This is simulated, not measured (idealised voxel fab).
The process module presented herein is designated voxel spacer lines.
Xsec cut, 240 nm wide, square cell size 5 nm.
Think of the cross-section as a grid of square cells. We describe it in bands, top to bottom, and each band covers one or more rows of those cells. The band entry comprises the height of the band's top followed by the height of its bottom, expressed in nm, and subsequently the band's materials from left to right, each stated together with its width in nm. Where a single material is marked with the word "everywhere", that material fills the band from edge to edge. The word "air" represents empty space. Zero point of the height axis is 0; under it, received wafer = one material. Lowest band: continues down indefinitely, "top 0, no bottom". Read "30..40" as a graded width: first number on top, second number at the bottom, same change between each pair of neighbouring rows. Reading "nothing was modified" for a step: not a cell of the cross-section changed in it. Any empty space of 8 cells or more lacking an open way to the top shows up in "Sealed void inventory" as width x height at distance, distance from the left edge, in nm. Formally, on a step line, whatever follows the settings is a remark that the simulator itself makes on the step. Among the settings permitted on a step's line is "overlay nm"; applied to a step with a mask, it specifies the extent to which the mask lay to the right of its planned position, whereas a negative figure signifies a position to the left.
**The process steps that were planned are listed below**
step 1: RECEIVE: material Si
step 2: CONFORMAL_DEP: material Al2O3, thk nm 10
step 3: DIRECTIONAL_DEP: material polySi, thk nm 15
step 4: DIRECTIONAL_DEP: material aC, thk nm 25
step 5: PATTERN: tone cover, mask id MANDREL, material resist, width nm 25, pitch nm 70, thk nm 30, overlay nm 0
step 6: DIRECTIONAL_ETCH: etch materials aC, depth nm 25
step 7: STRIP: etch materials resist
step 8: CONFORMAL_DEP: material SiN, thk nm 10
step 9: DIRECTIONAL_ETCH: etch materials SiN, depth nm 10
step 10: STRIP: etch materials aC
step 11: DIRECTIONAL_ETCH: etch materials polySi, depth nm 15
step 12: STRIP: etch materials SiN
**as received, after step 1**
    top 0, no bottom | Si everywhere
    Sealed void inventory: none
**Cross-sectional view of the first of the two wafers upon completion of the module, processed in accordance with the plan**
    top 25, bottom 10 | 60 nm air; 10 nm polySi; 25 nm air; 10 nm polySi; 25 nm air; 10 nm polySi; 25 nm air; 10 nm polySi; 65 nm air
    top 10, bottom 0 | Al2O3 everywhere
    top 0, no bottom | Si everywhere
    Sealed void inventory: none
**Same start, same plan as the first wafer - but one mistake in the run. Cross-section of the second of the two at the end of the module**
    top 25, bottom 10 | 70 nm air; 10 nm polySi; 25 nm air; 10 nm polySi; 25 nm air; 10 nm polySi; 25 nm air; 10 nm polySi; 55 nm air
    top 10, bottom 0 | Al2O3 everywhere
    top 0, no bottom | Si everywhere
    Sealed void inventory: none
Heads up, the wafer didn't run the way we planned it: off-plan run, step 5, actual operation and settings PATTERN: tone cover, mask id MANDREL, material resist, width nm 25, pitch nm 70, thk nm 30, overlay nm 10
The concluding comparison shows that, measured in cells, each material is equally abundant on both wafers, albeit at different positions.
